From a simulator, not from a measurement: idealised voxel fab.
You're looking at the process module voxel transistor to metal.
Displayed cross-section: cut, width of 215 nm, square cells sized 5 nm.
The cross-sections in this document take the form of a grid made of square cells. They are written out as bands, in order from top to bottom. Each band consists of one or more rows of cells. Heights first: top, then bottom, in nm. Then materials, left to right, each with a width in nm. "throughout" on a single material: fills the band edge to edge. "blank": empty space. Heads up on the height convention: 0 is the point under which the incoming wafer is all one material, and the lowest band has no bottom, it just keeps going down, like "0 down". Width spec "30->40" -> top row of cells at first value, bottom row at second value, equal per-row change in between. You'll sometimes find "no alteration" written for a step, and that's the way of saying that nowhere in the cross-section did a cell change during that step. Closed-off voids of 8+ cells (no open route to the top) go in "Closed empty spaces", written width x height at distance from the left edge, in nm. On a step's line, text after the settings is the simulator commenting on that step. overlay nm: right-of-plan distance of the mask on a masked step; negative values mean left-of-plan.

## Process steps foreseen in the plan
| 1 | op RECEIVE | material Si |
| 2 | op OXIDIZE | depth nm 5 |
| 3 | op CONFORMAL_DEP | material SiN | thk nm 15 |
| 4 | op DIRECTIONAL_DEP | material aC | thk nm 15 |
| 5 | op PATTERN | tone cover | mask id ACTIVE | material resist | width nm 105 | thk nm 35 | overlay nm 0 |
| 6 | op DIRECTIONAL_ETCH | etch materials aC | depth nm 15 |
| 7 | op STRIP | etch materials resist |
| 8 | op DIRECTIONAL_ETCH | etch materials SiN | depth nm 15 |
| 9 | op DIRECTIONAL_ETCH | etch materials SiO2 | depth nm 5 |
| 10 | op DIRECTIONAL_ETCH | etch materials Si | depth nm 30 |
| 11 | op STRIP | etch materials aC |
| 12 | op FILL_DEP | material SiO2 | thk nm 10 |
| 13 | op CMP | height nm 15 |
| 14 | op SELECTIVE_ETCH | etch materials SiO2 | depth nm 10 |
| 15 | op STRIP | etch materials SiN |
| 16 | op SELECTIVE_ETCH | etch materials SiO2 | depth nm 5 |
| 17 | op OXIDIZE | depth nm 5 |
| 18 | op DIRECTIONAL_DEP | material polySi | thk nm 30 |
| 19 | op DIRECTIONAL_DEP | material SiCN | thk nm 15 |
| 20 | op DIRECTIONAL_DEP | material aC | thk nm 10 |
| 21 | op PATTERN | tone cover | mask id GATE | material resist | width nm 25 | thk nm 25 | overlay nm 0 |
| 22 | op DIRECTIONAL_ETCH | etch materials aC | depth nm 10 |
| 23 | op STRIP | etch materials resist |
| 24 | op DIRECTIONAL_ETCH | etch materials SiCN | depth nm 25 |
| 25 | op DIRECTIONAL_ETCH | etch materials polySi | depth nm 40 |
| 26 | op STRIP | etch materials aC |
| 27 | op CONFORMAL_DEP | material SiN | thk nm 10 |
| 28 | op DIRECTIONAL_ETCH | etch materials SiN | depth nm 10 |
| 29 | op DIRECTIONAL_ETCH | etch materials SiO2 | depth nm 5 |
| 30 | op DIRECTIONAL_ETCH | etch materials Si | depth nm 10 |
| 31 | op EPI | material nSi | thk nm 10 |
| 32 | op FILL_DEP | material SiO2 | thk nm 10 |
| 33 | op CMP | height nm 40 |
| 34 | op DIRECTIONAL_DEP | material SiO2 | thk nm 15 |
| 35 | op PATTERN | tone open | mask id CONTACT | material resist | width nm 20 | pitch nm 75 | thk nm 15 | overlay nm 0 |
| 36 | op DIRECTIONAL_ETCH | etch materials SiO2 | depth nm 65 |
| 37 | op STRIP | etch materials resist |
| 38 | op CONFORMAL_DEP | material TiN | thk nm 5 |
| 39 | op FILL_DEP | material Ru | thk nm 5 |
| 40 | op CMP | height nm 55 |
| 41 | op DIRECTIONAL_DEP | material TiN | thk nm 5 |
| 42 | op DIRECTIONAL_DEP | material W | thk nm 25 |
| 43 | op DIRECTIONAL_DEP | material aC | thk nm 15 |
| 44 | op PATTERN | tone cover | mask id METAL_1 | material resist | width nm 20 | pitch nm 75 | thk nm 30 | overlay nm 0 |
| 45 | op DIRECTIONAL_ETCH | etch materials aC | depth nm 15 |
| 46 | op STRIP | etch materials resist |
| 47 | op DIRECTIONAL_ETCH | etch materials W | depth nm 25 |
| 48 | op DIRECTIONAL_ETCH | etch materials TiN | depth nm 5 |
| 49 | op STRIP | etch materials aC |
| 50 | op CONFORMAL_DEP | material SiCN | thk nm 5 |
| 51 | op FILL_DEP | material SiO2 | thk nm 5 |
| 52 | op CMP | height nm 85 |
| 53 | op CONFORMAL_DEP | material SiN | thk nm 5 |

## Wafer, first of two, run as planned

## As-received state of the wafer in cross-section, equivalent to post-step 1
  0 down = Si throughout
  Closed empty spaces: none

## Cross-section of the wafer subsequent to step 2
  0 to -5 = SiO2 throughout
  All layers under -5 are left as they were.

## Cross-section of the wafer subsequent to step 3
  15 to 0 = SiN throughout
  All layers under 0 are left as they were.

## Cross-section of the wafer subsequent to step 4
  30 to 15 = aC throughout
  All layers under 15 are left as they were.

## Cross-section of the wafer subsequent to step 5
  65 to 30 = 55 nm blank / 105 nm resist / 55 nm blank
  All layers under 30 are left as they were.

## Cross-section of the wafer subsequent to step 6
  50 to 30 = 55 nm blank / 105 nm resist / 55 nm blank
  30 to 15 = 55 nm blank / 105 nm aC / 55 nm blank
  All layers under 15 are left as they were.

## Cross-section of the wafer subsequent to step 7
  30 to 15 = 55 nm blank / 105 nm aC / 55 nm blank
  All layers under 15 are left as they were.

## Cross-section of the wafer subsequent to step 8
  30 to 15 = 55 nm blank / 105 nm aC / 55 nm blank
  15 to 0 = 55 nm blank / 105 nm SiN / 55 nm blank
  All layers under 0 are left as they were.

## Cross-section of the wafer subsequent to step 9
  30 to 15 = 55 nm blank / 105 nm aC / 55 nm blank
  15 to 0 = 55 nm blank / 105 nm SiN / 55 nm blank
  0 to -5 = 55 nm blank / 105 nm SiO2 / 55 nm blank
  All layers under -5 are left as they were.

## Cross-section of the wafer subsequent to step 10
  30 to 15 = 55 nm blank / 105 nm aC / 55 nm blank
  15 to 0 = 55 nm blank / 105 nm SiN / 55 nm blank
  0 to -5 = 55 nm blank / 105 nm SiO2 / 55 nm blank
  -5 to -35 = 55 nm blank / 105 nm Si / 55 nm blank
  All layers under -35 are left as they were.

## Cross-section of the wafer subsequent to step 11
  15 to 0 = 55 nm blank / 105 nm SiN / 55 nm blank
  All layers under 0 are left as they were.

## Cross-section of the wafer subsequent to step 12
  25 to 15 = SiO2 throughout
  15 to 0 = 55 nm SiO2 / 105 nm SiN / 55 nm SiO2
  0 to -5 = SiO2 throughout
  -5 to -35 = 55 nm SiO2 / 105 nm Si / 55 nm SiO2
  All layers under -35 are left as they were.

## Cross-section of the wafer subsequent to step 13
  15 to 0 = 55 nm SiO2 / 105 nm SiN / 55 nm SiO2
  All layers under 0 are left as they were.

## Cross-section of the wafer subsequent to step 14
  15 to 5 = 55 nm blank / 105 nm SiN / 55 nm blank
  All layers under 5 are left as they were.

## Cross-section of the wafer subsequent to step 15
  5 to 0 = 55 nm SiO2 / 105 nm blank / 55 nm SiO2
  All layers under 0 are left as they were.

## Cross-section of the wafer subsequent to step 16
  0 to -5 = 50 nm SiO2 / 115 nm blank / 50 nm SiO2
  All layers under -5 are left as they were.

## Cross-section of the wafer subsequent to step 17
  0 to -5 = 50 nm SiO2 / 115 nm blank / 50 nm SiO2
  -5 to -10 = SiO2 throughout
  All layers under -10 are left as they were.

## Cross-section of the wafer subsequent to step 18
  30 to 25 = 50 nm polySi / 115 nm blank / 50 nm polySi
  25 to 0 = polySi throughout
  0 to -5 = 50 nm SiO2 / 115 nm polySi / 50 nm SiO2
  All layers under -5 are left as they were.

## Cross-section of the wafer subsequent to step 19
  45 to 40 = 50 nm SiCN / 115 nm blank / 50 nm SiCN
  40 to 30 = SiCN throughout
  30 to 25 = 50 nm polySi / 115 nm SiCN / 50 nm polySi
  All layers under 25 are left as they were.

## Cross-section of the wafer subsequent to step 20
  55 to 50 = 50 nm aC / 115 nm blank / 50 nm aC
  50 to 45 = aC throughout
  45 to 40 = 50 nm SiCN / 115 nm aC / 50 nm SiCN
  All layers under 40 are left as they were.

## Cross-section of the wafer subsequent to step 21
  80 to 55 = 95 nm blank / 25 nm resist / 95 nm blank
  55 to 50 = 50 nm aC / 45 nm blank / 25 nm resist / 45 nm blank / 50 nm aC
  All layers under 50 are left as they were.

## Cross-section of the wafer subsequent to step 22
  70 to 50 = 95 nm blank / 25 nm resist / 95 nm blank
  50 to 45 = 95 nm blank / 25 nm aC / 95 nm blank
  45 to 40 = 50 nm SiCN / 45 nm blank / 25 nm aC / 45 nm blank / 50 nm SiCN
  All layers under 40 are left as they were.

## Cross-section of the wafer subsequent to step 23
  50 to 45 = 95 nm blank / 25 nm aC / 95 nm blank
  All layers under 45 are left as they were.

## Cross-section of the wafer subsequent to step 24
  50 to 40 = 95 nm blank / 25 nm aC / 95 nm blank
  40 to 30 = 95 nm blank / 25 nm SiCN / 95 nm blank
  30 to 25 = 50 nm polySi / 45 nm blank / 25 nm SiCN / 45 nm blank / 50 nm polySi
  All layers under 25 are left as they were.

## Cross-section of the wafer subsequent to step 25
  50 to 40 = 95 nm blank / 25 nm aC / 95 nm blank
  40 to 25 = 95 nm blank / 25 nm SiCN / 95 nm blank
  25 to 0 = 95 nm blank / 25 nm polySi / 95 nm blank
  0 to -5 = 50 nm SiO2 / 45 nm blank / 25 nm polySi / 45 nm blank / 50 nm SiO2
  All layers under -5 are left as they were.

## Cross-section of the wafer subsequent to step 26
  40 to 25 = 95 nm blank / 25 nm SiCN / 95 nm blank
  All layers under 25 are left as they were.

## Cross-section of the wafer subsequent to step 27
  50 to 40 = 85 nm blank / 45 nm SiN / 85 nm blank
  40 to 25 = 85 nm blank / 10 nm SiN / 25 nm SiCN / 10 nm SiN / 85 nm blank
  25 to 10 = 85 nm blank / 10 nm SiN / 25 nm polySi / 10 nm SiN / 85 nm blank
  10 to 5 = 60 nm SiN / 25 nm blank / 10 nm SiN / 25 nm polySi / 10 nm SiN / 25 nm blank / 60 nm SiN
  5 to 0 = 95 nm SiN / 25 nm polySi / 95 nm SiN
  0 to -5 = 50 nm SiO2 / 45 nm SiN / 25 nm polySi / 45 nm SiN / 50 nm SiO2
  All layers under -5 are left as they were.

## Cross-section of the wafer subsequent to step 28
  40 to 25 = 85 nm blank / 10 nm SiN / 25 nm SiCN / 10 nm SiN / 85 nm blank
  25 to 0 = 85 nm blank / 10 nm SiN / 25 nm polySi / 10 nm SiN / 85 nm blank
  0 to -5 = 50 nm SiO2 / 10 nm SiN / 25 nm blank / 10 nm SiN / 25 nm polySi / 10 nm SiN / 25 nm blank / 10 nm SiN / 50 nm SiO2
  All layers under -5 are left as they were.

## Cross-section of the wafer subsequent to step 29
  40 to 25 = 85 nm blank / 10 nm SiN / 25 nm SiCN / 10 nm SiN / 85 nm blank
  25 to 0 = 85 nm blank / 10 nm SiN / 25 nm polySi / 10 nm SiN / 85 nm blank
  0 to -5 = 50 nm blank / 10 nm SiN / 25 nm blank / 10 nm SiN / 25 nm polySi / 10 nm SiN / 25 nm blank / 10 nm SiN / 50 nm blank
  -5 to -10 = 60 nm SiO2 / 25 nm blank / 45 nm SiO2 / 25 nm blank / 60 nm SiO2
  All layers under -10 are left as they were.

## Cross-section of the wafer subsequent to step 30
  40 to 25 = 85 nm blank / 10 nm SiN / 25 nm SiCN / 10 nm SiN / 85 nm blank
  25 to 0 = 85 nm blank / 10 nm SiN / 25 nm polySi / 10 nm SiN / 85 nm blank
  0 to -5 = 50 nm blank / 10 nm SiN / 25 nm blank / 10 nm SiN / 25 nm polySi / 10 nm SiN / 25 nm blank / 10 nm SiN / 50 nm blank
  -5 to -10 = 60 nm SiO2 / 25 nm blank / 45 nm SiO2 / 25 nm blank / 60 nm SiO2
  -10 to -20 = 55 nm SiO2 / 5 nm Si / 25 nm blank / 45 nm Si / 25 nm blank / 5 nm Si / 55 nm SiO2
  All layers under -20 are left as they were.

## Cross-section of the wafer subsequent to step 31
  40 to 25 = 85 nm blank / 10 nm SiN / 25 nm SiCN / 10 nm SiN / 85 nm blank
  25 to 0 = 85 nm blank / 10 nm SiN / 25 nm polySi / 10 nm SiN / 85 nm blank
  0 to -5 = 50 nm blank / 10 nm SiN / 10 nm nSi / 5 nm blank / 10 nm nSi / 10 nm SiN / 25 nm polySi / 10 nm SiN / 10 nm nSi / 5 nm blank / 10 nm nSi / 10 nm SiN / 50 nm blank
  -5 to -10 = 60 nm SiO2 / 10 nm nSi / 5 nm blank / 10 nm nSi / 45 nm SiO2 / 10 nm nSi / 5 nm blank / 10 nm nSi / 60 nm SiO2
  -10 to -20 = 55 nm SiO2 / 5 nm Si / 25 nm nSi / 45 nm Si / 25 nm nSi / 5 nm Si / 55 nm SiO2
  All layers under -20 are left as they were.

## Cross-section of the wafer subsequent to step 32
  50 to 40 = SiO2 throughout
  40 to 25 = 85 nm SiO2 / 10 nm SiN / 25 nm SiCN / 10 nm SiN / 85 nm SiO2
  25 to 0 = 85 nm SiO2 / 10 nm SiN / 25 nm polySi / 10 nm SiN / 85 nm SiO2
  0 to -5 = 50 nm SiO2 / 10 nm SiN / 10 nm nSi / 5 nm SiO2 / 10 nm nSi / 10 nm SiN / 25 nm polySi / 10 nm SiN / 10 nm nSi / 5 nm SiO2 / 10 nm nSi / 10 nm SiN / 50 nm SiO2
  -5 to -10 = 60 nm SiO2 / 10 nm nSi / 5 nm SiO2 / 10 nm nSi / 45 nm SiO2 / 10 nm nSi / 5 nm SiO2 / 10 nm nSi / 60 nm SiO2
  All layers under -10 are left as they were.

## Cross-section of the wafer subsequent to step 33
  40 to 25 = 85 nm SiO2 / 10 nm SiN / 25 nm SiCN / 10 nm SiN / 85 nm SiO2
  All layers under 25 are left as they were.

## Cross-section of the wafer subsequent to step 34
  55 to 40 = SiO2 throughout
  All layers under 40 are left as they were.

## Cross-section of the wafer subsequent to step 35
  70 to 55 = 60 nm resist / 20 nm blank / 55 nm resist / 20 nm blank / 60 nm resist
  All layers under 55 are left as they were.

## Cross-section of the wafer subsequent to step 36
  70 to 55 = 60 nm resist / 20 nm blank / 55 nm resist / 20 nm blank / 60 nm resist
  55 to 40 = 60 nm SiO2 / 20 nm blank / 55 nm SiO2 / 20 nm blank / 60 nm SiO2
  40 to 25 = 60 nm SiO2 / 20 nm blank / 5 nm SiO2 / 10 nm SiN / 25 nm SiCN / 10 nm SiN / 5 nm SiO2 / 20 nm blank / 60 nm SiO2
  25 to 0 = 60 nm SiO2 / 20 nm blank / 5 nm SiO2 / 10 nm SiN / 25 nm polySi / 10 nm SiN / 5 nm SiO2 / 20 nm blank / 60 nm SiO2
  0 to -5 = 50 nm SiO2 / 10 nm SiN / 10 nm nSi / 5 nm blank / 10 nm nSi / 10 nm SiN / 25 nm polySi / 10 nm SiN / 10 nm nSi / 5 nm blank / 10 nm nSi / 10 nm SiN / 50 nm SiO2
  -5 to -10 = 60 nm SiO2 / 10 nm nSi / 5 nm blank / 10 nm nSi / 45 nm SiO2 / 10 nm nSi / 5 nm blank / 10 nm nSi / 60 nm SiO2
  All layers under -10 are left as they were.

## Cross-section of the wafer subsequent to step 37
  55 to 40 = 60 nm SiO2 / 20 nm blank / 55 nm SiO2 / 20 nm blank / 60 nm SiO2
  All layers under 40 are left as they were.

## Cross-section of the wafer subsequent to step 38
  60 to 55 = 65 nm TiN / 10 nm blank / 65 nm TiN / 10 nm blank / 65 nm TiN
  55 to 40 = 60 nm SiO2 / 5 nm TiN / 10 nm blank / 5 nm TiN / 55 nm SiO2 / 5 nm TiN / 10 nm blank / 5 nm TiN / 60 nm SiO2
  40 to 25 = 60 nm SiO2 / 5 nm TiN / 10 nm blank / 5 nm TiN / 5 nm SiO2 / 10 nm SiN / 25 nm SiCN / 10 nm SiN / 5 nm SiO2 / 5 nm TiN / 10 nm blank / 5 nm TiN / 60 nm SiO2
  25 to 5 = 60 nm SiO2 / 5 nm TiN / 10 nm blank / 5 nm TiN / 5 nm SiO2 / 10 nm SiN / 25 nm polySi / 10 nm SiN / 5 nm SiO2 / 5 nm TiN / 10 nm blank / 5 nm TiN / 60 nm SiO2
  5 to 0 = 60 nm SiO2 / 20 nm TiN / 5 nm SiO2 / 10 nm SiN / 25 nm polySi / 10 nm SiN / 5 nm SiO2 / 20 nm TiN / 60 nm SiO2
  0 to -5 = 50 nm SiO2 / 10 nm SiN / 10 nm nSi / 5 nm TiN / 10 nm nSi / 10 nm SiN / 25 nm polySi / 10 nm SiN / 10 nm nSi / 5 nm TiN / 10 nm nSi / 10 nm SiN / 50 nm SiO2
  -5 to -10 = 60 nm SiO2 / 10 nm nSi / 5 nm TiN / 10 nm nSi / 45 nm SiO2 / 10 nm nSi / 5 nm TiN / 10 nm nSi / 60 nm SiO2
  All layers under -10 are left as they were.

## Cross-section of the wafer subsequent to step 39
  65 to 60 = Ru throughout
  60 to 55 = 65 nm TiN / 10 nm Ru / 65 nm TiN / 10 nm Ru / 65 nm TiN
  55 to 40 = 60 nm SiO2 / 5 nm TiN / 10 nm Ru / 5 nm TiN / 55 nm SiO2 / 5 nm TiN / 10 nm Ru / 5 nm TiN / 60 nm SiO2
  40 to 25 = 60 nm SiO2 / 5 nm TiN / 10 nm Ru / 5 nm TiN / 5 nm SiO2 / 10 nm SiN / 25 nm SiCN / 10 nm SiN / 5 nm SiO2 / 5 nm TiN / 10 nm Ru / 5 nm TiN / 60 nm SiO2
  25 to 5 = 60 nm SiO2 / 5 nm TiN / 10 nm Ru / 5 nm TiN / 5 nm SiO2 / 10 nm SiN / 25 nm polySi / 10 nm SiN / 5 nm SiO2 / 5 nm TiN / 10 nm Ru / 5 nm TiN / 60 nm SiO2
  All layers under 5 are left as they were.

## Cross-section of the wafer subsequent to step 40
  55 to 40 = 60 nm SiO2 / 5 nm TiN / 10 nm Ru / 5 nm TiN / 55 nm SiO2 / 5 nm TiN / 10 nm Ru / 5 nm TiN / 60 nm SiO2
  All layers under 40 are left as they were.

## Cross-section of the wafer subsequent to step 41
  60 to 55 = TiN throughout
  All layers under 55 are left as they were.

## Cross-section of the wafer subsequent to step 42
  85 to 60 = W throughout
  All layers under 60 are left as they were.

## Cross-section of the wafer subsequent to step 43
  100 to 85 = aC throughout
  All layers under 85 are left as they were.

## Cross-section of the wafer subsequent to step 44
  130 to 100 = 60 nm blank / 20 nm resist / 55 nm blank / 20 nm resist / 60 nm blank
  All layers under 100 are left as they were.

## Cross-section of the wafer subsequent to step 45
  115 to 100 = 60 nm blank / 20 nm resist / 55 nm blank / 20 nm resist / 60 nm blank
  100 to 85 = 60 nm blank / 20 nm aC / 55 nm blank / 20 nm aC / 60 nm blank
  All layers under 85 are left as they were.

## Cross-section of the wafer subsequent to step 46
  100 to 85 = 60 nm blank / 20 nm aC / 55 nm blank / 20 nm aC / 60 nm blank
  All layers under 85 are left as they were.

## Cross-section of the wafer subsequent to step 47
  100 to 85 = 60 nm blank / 20 nm aC / 55 nm blank / 20 nm aC / 60 nm blank
  85 to 60 = 60 nm blank / 20 nm W / 55 nm blank / 20 nm W / 60 nm blank
  All layers under 60 are left as they were.

## Cross-section of the wafer subsequent to step 48
  100 to 85 = 60 nm blank / 20 nm aC / 55 nm blank / 20 nm aC / 60 nm blank
  85 to 60 = 60 nm blank / 20 nm W / 55 nm blank / 20 nm W / 60 nm blank
  60 to 55 = 60 nm blank / 20 nm TiN / 55 nm blank / 20 nm TiN / 60 nm blank
  All layers under 55 are left as they were.

## Cross-section of the wafer subsequent to step 49
  85 to 60 = 60 nm blank / 20 nm W / 55 nm blank / 20 nm W / 60 nm blank
  All layers under 60 are left as they were.

## Cross-section of the wafer subsequent to step 50
  90 to 85 = 55 nm blank / 30 nm SiCN / 45 nm blank / 30 nm SiCN / 55 nm blank
  85 to 60 = 55 nm blank / 5 nm SiCN / 20 nm W / 5 nm SiCN / 45 nm blank / 5 nm SiCN / 20 nm W / 5 nm SiCN / 55 nm blank
  60 to 55 = 60 nm SiCN / 20 nm TiN / 55 nm SiCN / 20 nm TiN / 60 nm SiCN
  All layers under 55 are left as they were.

## Cross-section of the wafer subsequent to step 51
  95 to 90 = SiO2 throughout
  90 to 85 = 55 nm SiO2 / 30 nm SiCN / 45 nm SiO2 / 30 nm SiCN / 55 nm SiO2
  85 to 60 = 55 nm SiO2 / 5 nm SiCN / 20 nm W / 5 nm SiCN / 45 nm SiO2 / 5 nm SiCN / 20 nm W / 5 nm SiCN / 55 nm SiO2
  All layers under 60 are left as they were.

## Cross-section of the wafer subsequent to step 52
  85 to 60 = 55 nm SiO2 / 5 nm SiCN / 20 nm W / 5 nm SiCN / 45 nm SiO2 / 5 nm SiCN / 20 nm W / 5 nm SiCN / 55 nm SiO2
  All layers under 60 are left as they were.

## Cross-section of the wafer subsequent to step 53
  90 to 85 = SiN throughout
  All layers under 85 are left as they were.

## Wafer two. Same start, same plan, one slip in execution. Same as wafer one through step 43, inclusive

## Cross-sectional representation of the second wafer at the time designated in the plan for the completion of step 44
  130 to 100 = 50 nm blank / 20 nm resist / 55 nm blank / 20 nm resist / 70 nm blank
  All layers under 100 are left as they were.

## Cross-sectional representation of the second wafer at the time designated in the plan for the completion of step 45
  115 to 100 = 50 nm blank / 20 nm resist / 55 nm blank / 20 nm resist / 70 nm blank
  100 to 85 = 50 nm blank / 20 nm aC / 55 nm blank / 20 nm aC / 70 nm blank
  All layers under 85 are left as they were.

## Cross-sectional representation of the second wafer at the time designated in the plan for the completion of step 46
  100 to 85 = 50 nm blank / 20 nm aC / 55 nm blank / 20 nm aC / 70 nm blank
  All layers under 85 are left as they were.

## Cross-sectional representation of the second wafer at the time designated in the plan for the completion of step 47
  100 to 85 = 50 nm blank / 20 nm aC / 55 nm blank / 20 nm aC / 70 nm blank
  85 to 60 = 50 nm blank / 20 nm W / 55 nm blank / 20 nm W / 70 nm blank
  All layers under 60 are left as they were.

## Cross-sectional representation of the second wafer at the time designated in the plan for the completion of step 48
  100 to 85 = 50 nm blank / 20 nm aC / 55 nm blank / 20 nm aC / 70 nm blank
  85 to 60 = 50 nm blank / 20 nm W / 55 nm blank / 20 nm W / 70 nm blank
  60 to 55 = 50 nm blank / 20 nm TiN / 55 nm blank / 20 nm TiN / 70 nm blank
  All layers under 55 are left as they were.

## Cross-sectional representation of the second wafer at the time designated in the plan for the completion of step 49
  85 to 60 = 50 nm blank / 20 nm W / 55 nm blank / 20 nm W / 70 nm blank
  All layers under 60 are left as they were.

## Cross-sectional representation of the second wafer at the time designated in the plan for the completion of step 50
  90 to 85 = 45 nm blank / 30 nm SiCN / 45 nm blank / 30 nm SiCN / 65 nm blank
  85 to 60 = 45 nm blank / 5 nm SiCN / 20 nm W / 5 nm SiCN / 45 nm blank / 5 nm SiCN / 20 nm W / 5 nm SiCN / 65 nm blank
  60 to 55 = 50 nm SiCN / 20 nm TiN / 55 nm SiCN / 20 nm TiN / 70 nm SiCN
  All layers under 55 are left as they were.

## Cross-sectional representation of the second wafer at the time designated in the plan for the completion of step 51
  95 to 90 = SiO2 throughout
  90 to 85 = 45 nm SiO2 / 30 nm SiCN / 45 nm SiO2 / 30 nm SiCN / 65 nm SiO2
  85 to 60 = 45 nm SiO2 / 5 nm SiCN / 20 nm W / 5 nm SiCN / 45 nm SiO2 / 5 nm SiCN / 20 nm W / 5 nm SiCN / 65 nm SiO2
  All layers under 60 are left as they were.

## Cross-sectional representation of the second wafer at the time designated in the plan for the completion of step 52
  85 to 60 = 45 nm SiO2 / 5 nm SiCN / 20 nm W / 5 nm SiCN / 45 nm SiO2 / 5 nm SiCN / 20 nm W / 5 nm SiCN / 65 nm SiO2
  All layers under 60 are left as they were.

## Cross-sectional representation of the second wafer at the time designated in the plan for the completion of step 53
  90 to 85 = SiN throughout
  All layers under 85 are left as they were.
what went wrong: step 44 was processed under conditions differing from the plan, specifically as op PATTERN | tone cover | mask id METAL_1 | material resist | width nm 20 | pitch nm 75 | thk nm 30 | overlay nm -10
When the process is done, the second wafer contains the same cell count of every material as the first wafer, but distributed over other locations.
